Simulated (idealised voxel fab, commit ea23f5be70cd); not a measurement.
You're looking at the process module voxel plated lines.
The cross-section shown here is cut; it is 290 nm wide and divided into square cells measuring 5 nm on a side.
The cross-sections in this document take the form of a grid made of square cells. They are written out as bands, in order from top to bottom. Each band consists of one or more rows of cells.
Read a band's entry like this: the first values are the height of its top and the height of its bottom in nm, and what follows is the sequence of materials from left to right, each with its width in nm. Note that "empty" is empty space, and that a single material marked "edge to edge" reaches across the band from edge to edge.
All heights in this document are referenced to 0, defined as the level beneath which the wafer, as received, consists entirely of one material. The lowest band is not bounded below; it extends indefinitely downward and is written in the form "top 0, no bottom".
A two-number width, for instance "30 to 40", indicates that the width is equal to the first number in the top row of the band and to the second number in the bottom row, and that it changes by a constant amount per row of cells.
Basically "no alterations made" means that step didn't change any cell in the cross-section.
Enclosed voids (no open way to top), threshold 8 cells or more, entry "Encapsulated voids", notation width x height at distance, distance from left edge, nm.
Anything after a step's settings on that line? It's the simulator's own note about the step.
What "overlay nm" on a step's line means: if the step has a mask, that mask lay this far to the right of its planned place, or, when the value is negative, to the left.

These are the steps we planned for the process:
| 1 | RECEIVE with material Si |
| 2 | CONFORMAL_DEP with material Al2O3, thk nm 5 |
| 3 | DIRECTIONAL_DEP with material TiN, thk nm 5 |
| 4 | PATTERN with tone open, mask id LINES, material resist, width nm 30, pitch nm 55, thk nm 35, overlay nm -15 |
| 5 | EPI with material Ru, thk nm 10 |
| 6 | EPI with material Ru, thk nm 5 |
| 7 | EPI with material Ru, thk nm 10 |
| 8 | STRIP with etch materials resist |
| 9 | DIRECTIONAL_ETCH with etch materials TiN, depth nm 5 |
| 10 | CONFORMAL_DEP with material SiCN, thk nm 10 |
The value of overlay nm given for step 4 in the plan refers to the first wafer; the wafers vary in this setting and are alike at the start.

As received, i.e. after step 1: cross-section through the first of several wafers:
- top 0, no bottom: Si edge to edge
- Encapsulated voids: none

wafer rows; end of module; cells per material since receipt: (+) gained, (-) lost; then closed voids:
overlay nm -15; +58 Al2O3; +120 Ru; +212 SiCN; +24 TiN; Encapsulated voids: none
overlay nm -10; +58 Al2O3; +120 Ru; +212 SiCN; +24 TiN; Encapsulated voids: none
overlay nm -5; +58 Al2O3; +120 Ru; +212 SiCN; +24 TiN; Encapsulated voids: none
overlay nm 0; +58 Al2O3; +120 Ru; +212 SiCN; +24 TiN; Encapsulated voids: none
overlay nm 5; +58 Al2O3; +120 Ru; +212 SiCN; +24 TiN; Encapsulated voids: none
overlay nm 10; +58 Al2O3; +120 Ru; +212 SiCN; +24 TiN; Encapsulated voids: none
overlay nm 15; +58 Al2O3; +120 Ru; +212 SiCN; +24 TiN; Encapsulated voids: none
